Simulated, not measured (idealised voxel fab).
process module | voxel trench capacitor
cross-section cut | 240 nm wide | cells 5 nm
A cross-section is a grid of square cells, given in bands from the top down. A band is one or more rows of cells.
Each band's line starts with the height of the band's top and of its bottom, in nm. Then come its materials from left to right, each with its width in nm. One material with "throughout" fills the band from edge to edge. "air" is empty space.
Height 0 is the level under which the wafer as received is all one material. The lowest band goes on downwards, as in "0 down".
A width such as "30 to 40" changes by the same amount from each row of cells to the next, from the band's top row to its bottom row.
"no change" after a step means that no cell of the cross-section changed.
closed voids: empty space of 8 cells or more with no open way to the top, each as width x height at its distance from the left edge, in nm
after a step's settings: what the simulator itself notes on the step
overlay nm, on a step with a mask: how far to the right of its planned place the mask lay; to the left if negative
plan
1 op RECEIVE | material Si
2 op CONFORMAL_DEP | material SiN | thk nm 5
3 op DIRECTIONAL_DEP | material aC | thk nm 15
4 op PATTERN | tone open | mask id TRENCH | material resist | width nm 25 | pitch nm 50 | thk nm 30 | overlay nm 0
5 op DIRECTIONAL_ETCH | etch materials aC | depth nm 15
6 op STRIP | etch materials resist
7 op DIRECTIONAL_ETCH | etch materials SiN | depth nm 5
8 op DIRECTIONAL_ETCH | etch materials Si | depth nm 25
9 op STRIP | etch materials aC
10 op CONFORMAL_DEP | material SiO2 | thk nm 5
11 op FILL_DEP | material polySi | thk nm 10
12 op CMP | height nm 5
as received, after step 1
  0 down: Si throughout
  closed voids: none
first wafer at the end, as planned
  5 to 0: SiN 55 | SiO2 5 | polySi 15 | SiO2 5 | SiN 25 | SiO2 5 | polySi 15 | SiO2 5 | SiN 25 | SiO2 5 | polySi 15 | SiO2 5 | SiN 60
  0 to -20: Si 55 | SiO2 5 | polySi 15 | SiO2 5 | Si 25 | SiO2 5 | polySi 15 | SiO2 5 | Si 25 | SiO2 5 | polySi 15 | SiO2 5 | Si 60
  -20 to -25: Si 55 | SiO2 25 | Si 25 | SiO2 25 | Si 25 | SiO2 25 | Si 60
  -25 down: Si throughout
  closed voids: none
second wafer at the end: like start, like plan, one mistake
  5 to 0: SiN 55 | SiO2 5 | SiN 15 | SiO2 5 | SiN 25 | SiO2 5 | SiN 15 | SiO2 5 | SiN 25 | SiO2 5 | SiN 15 | SiO2 5 | SiN 60
  0 to -20: Si 55 | SiO2 5 | SiN 15 | SiO2 5 | Si 25 | SiO2 5 | SiN 15 | SiO2 5 | Si 25 | SiO2 5 | SiN 15 | SiO2 5 | Si 60
  -20 to -25: Si 55 | SiO2 25 | Si 25 | SiO2 25 | Si 25 | SiO2 25 | Si 60
  -25 down: Si throughout
  closed voids: none
what went wrong: step 11 ran as: op FILL_DEP | material SiN | thk nm 10
at the end the second wafer has, in cells: 45 more of SiN | 45 fewer of polySi
